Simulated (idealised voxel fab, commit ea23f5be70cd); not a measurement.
This is a process module. Its name is voxel released beams.
Square cell edge 5 nm, section width 225 nm, ID cut.
Reading order for cross-sections: top band down to bottom band. Underlying form: a grid of square cells. Band size: one or more rows of cells.
Within each band entry, the heights of the top and of the bottom of the band appear first, in that order and in nm; the materials of the band then follow from left to right, each with its corresponding width in nm. The designation "all across" on a single material indicates that it fills the band from edge to edge; the designation "air" indicates empty space.
Basically, 0 is our baseline, since under it the wafer straight out of the box is all one material. The bottom band has no lower end and keeps on going down, so it looks like "0 -> down".
The notation "30..40" denotes a width that varies across the rows of cells in the band, beginning at the first number in the top row, finishing at the second number in the bottom row, and changing by an identical amount from each row to the next.
"everything unchanged", as given for a step, is the statement that not any cell of the cross-section underwent a change during that step.
Empty spaces counting at least 8 cells and having no open way to the top are listed in "Enclosed void inventory". The notation width x height at distance is used for each, the distance being from the left edge and all three values in nm.
Whatever follows a step's settings on its line is a remark the simulator itself makes about that step.
overlay nm: mask right of planned place by this much (step with mask). Neg. = left.

[These are the steps we planned for the process]
step 1: RECEIVE: material Si
step 2: CONFORMAL_DEP: material Al2O3, thk nm 5
step 3: DIRECTIONAL_DEP: material SiO2, thk nm 15
step 4: MASKED_ETCH: tone open, mask id ANCHOR, width nm 35, etch materials SiO2, depth nm 15, overlay nm 0
step 5: CONFORMAL_DEP: material SiN, thk nm 10
step 6: MASKED_ETCH: tone cover, mask id BEAM, width nm 100, etch materials SiN, depth nm 10, overlay nm 0
step 7: STRIP: etch materials SiO2

[The first of a set of two wafers, run to plan]

[Step 1 complete: cross-section of the wafer as received]
    0 -> down: Si all across
    Enclosed void inventory: none

[after step 2]
    5 -> 0: Al2O3 all across
    No changes below 0.

[after step 3]
    20 -> 5: SiO2 all across
    No changes below 5.

[after step 4]
    20 -> 5: 65 nm SiO2; 35 nm air; 125 nm SiO2
    No changes below 5.

[after step 5]
    30 -> 20: 75 nm SiN; 15 nm air; 135 nm SiN
    20 -> 15: 65 nm SiO2; 10 nm SiN; 15 nm air; 10 nm SiN; 125 nm SiO2
    15 -> 5: 65 nm SiO2; 35 nm SiN; 125 nm SiO2
    No changes below 5.

[after step 6]
    30 -> 20: 60 nm air; 15 nm SiN; 15 nm air; 70 nm SiN; 65 nm air
    No changes below 20.

[after step 7]
    30 -> 20: 60 nm air; 15 nm SiN; 15 nm air; 70 nm SiN; 65 nm air
    20 -> 15: 65 nm air; 10 nm SiN; 15 nm air; 10 nm SiN; 125 nm air
    15 -> 5: 65 nm air; 35 nm SiN; 125 nm air
    No changes below 5.

[Wafer two. Identical start, identical plan. One mistake in execution. Identical history through step 5]

[X-section, second wafer, when step 6 was due to finish]
    30 -> 20: 65 nm air; 10 nm SiN; 15 nm air; 75 nm SiN; 60 nm air
    No changes below 20.

[X-section, second wafer, when step 7 was due to finish]
    30 -> 20: 65 nm air; 10 nm SiN; 15 nm air; 75 nm SiN; 60 nm air
    20 -> 15: 65 nm air; 10 nm SiN; 15 nm air; 10 nm SiN; 125 nm air
    15 -> 5: 65 nm air; 35 nm SiN; 125 nm air
    No changes below 5.
Here's what went sideways: step 6 did not happen as planned, as run it was MASKED_ETCH: tone cover, mask id BEAM, width nm 100, etch materials SiN, depth nm 10, overlay nm 5
When the process is done, the second wafer contains the same cell count of every material as the first wafer, but distributed over other locations.
